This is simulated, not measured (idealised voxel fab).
Process module heading - voxel trench capacitor
For reference, the cross-section in this document is cut, with width 245 nm and square cells of 5 nm.
Cross-section = grid of square cells, listed top down in bands; band = one or more rows.
Within each band entry, the heights of the top and of the bottom of the band appear first, in that order and in nm; the materials of the band then follow from left to right, each with its corresponding width in nm. The designation "everywhere" on a single material indicates that it fills the band from edge to edge; the designation "air" indicates empty space.
Height reference: 0 = level under which incoming wafer is all one material. Lowest band: no bottom, runs on downward, e.g. "from 0 down".
The two numbers in a width such as "30->40" mark its ends across the band: the first belongs to the top row of cells, the second to the bottom row, and from each row to the next the width moves by the same amount.
Step marked "no modifications"? Then no cell in the cross-section changed in it.
"Closed void entries" enumerates empty spaces isolated from the top, with no open way to it, that contain at least 8 cells, giving each as width x height at distance from the left edge, all three in nm.
Read whatever lies past the settings on a step's line as the simulator's own remark about the step.
overlay nm: how far to the right of its planned place the mask lay on this masked step (negative: to the left).

PROCESS STEPS - PLAN
1 RECEIVE,material Si
2 CONFORMAL_DEP,material SiN,thk nm 10
3 DIRECTIONAL_DEP,material aC,thk nm 10
4 PATTERN,tone open,mask id TRENCH,material resist,width nm 25,pitch nm 45,thk nm 25,overlay nm 0
5 DIRECTIONAL_ETCH,etch materials aC,depth nm 10
6 STRIP,etch materials resist
7 DIRECTIONAL_ETCH,etch materials SiN,depth nm 10
8 DIRECTIONAL_ETCH,etch materials Si,depth nm 35
9 STRIP,etch materials aC
10 CONFORMAL_DEP,material Al2O3,thk nm 5
11 CONFORMAL_DEP,material TiN,thk nm 5
12 FILL_DEP,material W,thk nm 10
13 CMP,height nm 10

FIRST OF TWO WAFERS - AS PLANNED

CROSS-SECTION, INCOMING MATERIAL, AFTER STEP 1
> from 0 down = Si everywhere
> Closed void entries: none

THE FOLLOWING CROSS-SECTION DEPICTS THE WAFER UPON COMPLETION OF STEP 2
> from 10 to 0 = SiN everywhere
> Below a height of 0, the structure has not been altered.

THE FOLLOWING CROSS-SECTION DEPICTS THE WAFER UPON COMPLETION OF STEP 3
> from 20 to 10 = aC everywhere
> Below a height of 10, the structure has not been altered.

THE FOLLOWING CROSS-SECTION DEPICTS THE WAFER UPON COMPLETION OF STEP 4
> from 45 to 20 = 85 of resist, 25 of air, 20 of resist, 25 of air, 90 of resist
> Below a height of 20, the structure has not been altered.

THE FOLLOWING CROSS-SECTION DEPICTS THE WAFER UPON COMPLETION OF STEP 5
> from 35 to 20 = 85 of resist, 25 of air, 20 of resist, 25 of air, 90 of resist
> from 20 to 10 = 85 of aC, 25 of air, 20 of aC, 25 of air, 90 of aC
> Below a height of 10, the structure has not been altered.

THE FOLLOWING CROSS-SECTION DEPICTS THE WAFER UPON COMPLETION OF STEP 6
> from 20 to 10 = 85 of aC, 25 of air, 20 of aC, 25 of air, 90 of aC
> Below a height of 10, the structure has not been altered.

THE FOLLOWING CROSS-SECTION DEPICTS THE WAFER UPON COMPLETION OF STEP 7
> from 20 to 10 = 85 of aC, 25 of air, 20 of aC, 25 of air, 90 of aC
> from 10 to 0 = 85 of SiN, 25 of air, 20 of SiN, 25 of air, 90 of SiN
> Below a height of 0, the structure has not been altered.

THE FOLLOWING CROSS-SECTION DEPICTS THE WAFER UPON COMPLETION OF STEP 8
> from 20 to 10 = 85 of aC, 25 of air, 20 of aC, 25 of air, 90 of aC
> from 10 to 0 = 85 of SiN, 25 of air, 20 of SiN, 25 of air, 90 of SiN
> from 0 to -35 = 85 of Si, 25 of air, 20 of Si, 25 of air, 90 of Si
> Below a height of -35, the structure has not been altered.

THE FOLLOWING CROSS-SECTION DEPICTS THE WAFER UPON COMPLETION OF STEP 9
> from 10 to 0 = 85 of SiN, 25 of air, 20 of SiN, 25 of air, 90 of SiN
> Below a height of 0, the structure has not been altered.

THE FOLLOWING CROSS-SECTION DEPICTS THE WAFER UPON COMPLETION OF STEP 10
> from 15 to 10 = 90 of Al2O3, 15 of air, 30 of Al2O3, 15 of air, 95 of Al2O3
> from 10 to 0 = 85 of SiN, 5 of Al2O3, 15 of air, 5 of Al2O3, 20 of SiN, 5 of Al2O3, 15 of air, 5 of Al2O3, 90 of SiN
> from 0 to -30 = 85 of Si, 5 of Al2O3, 15 of air, 5 of Al2O3, 20 of Si, 5 of Al2O3, 15 of air, 5 of Al2O3, 90 of Si
> from -30 to -35 = 85 of Si, 25 of Al2O3, 20 of Si, 25 of Al2O3, 90 of Si
> Below a height of -35, the structure has not been altered.

THE FOLLOWING CROSS-SECTION DEPICTS THE WAFER UPON COMPLETION OF STEP 11
> from 20 to 15 = 95 of TiN, 5 of air, 40 of TiN, 5 of air, 100 of TiN
> from 15 to 10 = 90 of Al2O3, 5 of TiN, 5 of air, 5 of TiN, 30 of Al2O3, 5 of TiN, 5 of air, 5 of TiN, 95 of Al2O3
> from 10 to 0 = 85 of SiN, 5 of Al2O3, 5 of TiN, 5 of air, 5 of TiN, 5 of Al2O3, 20 of SiN, 5 of Al2O3, 5 of TiN, 5 of air, 5 of TiN, 5 of Al2O3, 90 of SiN
> from 0 to -25 = 85 of Si, 5 of Al2O3, 5 of TiN, 5 of air, 5 of TiN, 5 of Al2O3, 20 of Si, 5 of Al2O3, 5 of TiN, 5 of air, 5 of TiN, 5 of Al2O3, 90 of Si
> from -25 to -30 = 85 of Si, 5 of Al2O3, 15 of TiN, 5 of Al2O3, 20 of Si, 5 of Al2O3, 15 of TiN, 5 of Al2O3, 90 of Si
> Below a height of -30, the structure has not been altered.

THE FOLLOWING CROSS-SECTION DEPICTS THE WAFER UPON COMPLETION OF STEP 12
> from 30 to 20 = W everywhere
> from 20 to 15 = 95 of TiN, 5 of W, 40 of TiN, 5 of W, 100 of TiN
> from 15 to 10 = 90 of Al2O3, 5 of TiN, 5 of W, 5 of TiN, 30 of Al2O3, 5 of TiN, 5 of W, 5 of TiN, 95 of Al2O3
> from 10 to 0 = 85 of SiN, 5 of Al2O3, 5 of TiN, 5 of W, 5 of TiN, 5 of Al2O3, 20 of SiN, 5 of Al2O3, 5 of TiN, 5 of W, 5 of TiN, 5 of Al2O3, 90 of SiN
> from 0 to -25 = 85 of Si, 5 of Al2O3, 5 of TiN, 5 of W, 5 of TiN, 5 of Al2O3, 20 of Si, 5 of Al2O3, 5 of TiN, 5 of W, 5 of TiN, 5 of Al2O3, 90 of Si
> Below a height of -25, the structure has not been altered.

THE FOLLOWING CROSS-SECTION DEPICTS THE WAFER UPON COMPLETION OF STEP 13
> from 10 to 0 = 85 of SiN, 5 of Al2O3, 5 of TiN, 5 of W, 5 of TiN, 5 of Al2O3, 20 of SiN, 5 of Al2O3, 5 of TiN, 5 of W, 5 of TiN, 5 of Al2O3, 90 of SiN
> Below a height of 0, the structure has not been altered.

SECOND WAFER, SAME STARTING CONDITIONS AND RECIPE AS THE FIRST, ONE MISTAKE IN EXECUTING IT, NOTHING DIFFERS FROM THE FIRST UP TO AND INCLUDING STEP 3

WHEN STEP 4 SHOULD HAVE ENDED
> from 45 to 20 = 95 of resist, 25 of air, 20 of resist, 25 of air, 80 of resist
> Below a height of 20, the structure has not been altered.

WHEN STEP 5 SHOULD HAVE ENDED
> from 35 to 20 = 95 of resist, 25 of air, 20 of resist, 25 of air, 80 of resist
> from 20 to 10 = 95 of aC, 25 of air, 20 of aC, 25 of air, 80 of aC
> Below a height of 10, the structure has not been altered.

WHEN STEP 6 SHOULD HAVE ENDED
> from 20 to 10 = 95 of aC, 25 of air, 20 of aC, 25 of air, 80 of aC
> Below a height of 10, the structure has not been altered.

WHEN STEP 7 SHOULD HAVE ENDED
> from 20 to 10 = 95 of aC, 25 of air, 20 of aC, 25 of air, 80 of aC
> from 10 to 0 = 95 of SiN, 25 of air, 20 of SiN, 25 of air, 80 of SiN
> Below a height of 0, the structure has not been altered.

WHEN STEP 8 SHOULD HAVE ENDED
> from 20 to 10 = 95 of aC, 25 of air, 20 of aC, 25 of air, 80 of aC
> from 10 to 0 = 95 of SiN, 25 of air, 20 of SiN, 25 of air, 80 of SiN
> from 0 to -35 = 95 of Si, 25 of air, 20 of Si, 25 of air, 80 of Si
> Below a height of -35, the structure has not been altered.

WHEN STEP 9 SHOULD HAVE ENDED
> from 10 to 0 = 95 of SiN, 25 of air, 20 of SiN, 25 of air, 80 of SiN
> Below a height of 0, the structure has not been altered.

WHEN STEP 10 SHOULD HAVE ENDED
> from 15 to 10 = 100 of Al2O3, 15 of air, 30 of Al2O3, 15 of air, 85 of Al2O3
> from 10 to 0 = 95 of SiN, 5 of Al2O3, 15 of air, 5 of Al2O3, 20 of SiN, 5 of Al2O3, 15 of air, 5 of Al2O3, 80 of SiN
> from 0 to -30 = 95 of Si, 5 of Al2O3, 15 of air, 5 of Al2O3, 20 of Si, 5 of Al2O3, 15 of air, 5 of Al2O3, 80 of Si
> from -30 to -35 = 95 of Si, 25 of Al2O3, 20 of Si, 25 of Al2O3, 80 of Si
> Below a height of -35, the structure has not been altered.

WHEN STEP 11 SHOULD HAVE ENDED
> from 20 to 15 = 105 of TiN, 5 of air, 40 of TiN, 5 of air, 90 of TiN
> from 15 to 10 = 100 of Al2O3, 5 of TiN, 5 of air, 5 of TiN, 30 of Al2O3, 5 of TiN, 5 of air, 5 of TiN, 85 of Al2O3
> from 10 to 0 = 95 of SiN, 5 of Al2O3, 5 of TiN, 5 of air, 5 of TiN, 5 of Al2O3, 20 of SiN, 5 of Al2O3, 5 of TiN, 5 of air, 5 of TiN, 5 of Al2O3, 80 of SiN
> from 0 to -25 = 95 of Si, 5 of Al2O3, 5 of TiN, 5 of air, 5 of TiN, 5 of Al2O3, 20 of Si, 5 of Al2O3, 5 of TiN, 5 of air, 5 of TiN, 5 of Al2O3, 80 of Si
> from -25 to -30 = 95 of Si, 5 of Al2O3, 15 of TiN, 5 of Al2O3, 20 of Si, 5 of Al2O3, 15 of TiN, 5 of Al2O3, 80 of Si
> Below a height of -30, the structure has not been altered.

WHEN STEP 12 SHOULD HAVE ENDED
> from 30 to 20 = W everywhere
> from 20 to 15 = 105 of TiN, 5 of W, 40 of TiN, 5 of W, 90 of TiN
> from 15 to 10 = 100 of Al2O3, 5 of TiN, 5 of W, 5 of TiN, 30 of Al2O3, 5 of TiN, 5 of W, 5 of TiN, 85 of Al2O3
> from 10 to 0 = 95 of SiN, 5 of Al2O3, 5 of TiN, 5 of W, 5 of TiN, 5 of Al2O3, 20 of SiN, 5 of Al2O3, 5 of TiN, 5 of W, 5 of TiN, 5 of Al2O3, 80 of SiN
> from 0 to -25 = 95 of Si, 5 of Al2O3, 5 of TiN, 5 of W, 5 of TiN, 5 of Al2O3, 20 of Si, 5 of Al2O3, 5 of TiN, 5 of W, 5 of TiN, 5 of Al2O3, 80 of Si
> Below a height of -25, the structure has not been altered.

WHEN STEP 13 SHOULD HAVE ENDED
> from 10 to 0 = 95 of SiN, 5 of Al2O3, 5 of TiN, 5 of W, 5 of TiN, 5 of Al2O3, 20 of SiN, 5 of Al2O3, 5 of TiN, 5 of W, 5 of TiN, 5 of Al2O3, 80 of SiN
> Below a height of 0, the structure has not been altered.
Which mistake was made when the wafer was run? step 4 did not use the planned setting and instead ran as PATTERN,tone open,mask id TRENCH,material resist,width nm 25,pitch nm 45,thk nm 25,overlay nm 10
Tallied in cells, the final second wafer holds each material in the same quantity as the first, although not at the same places.
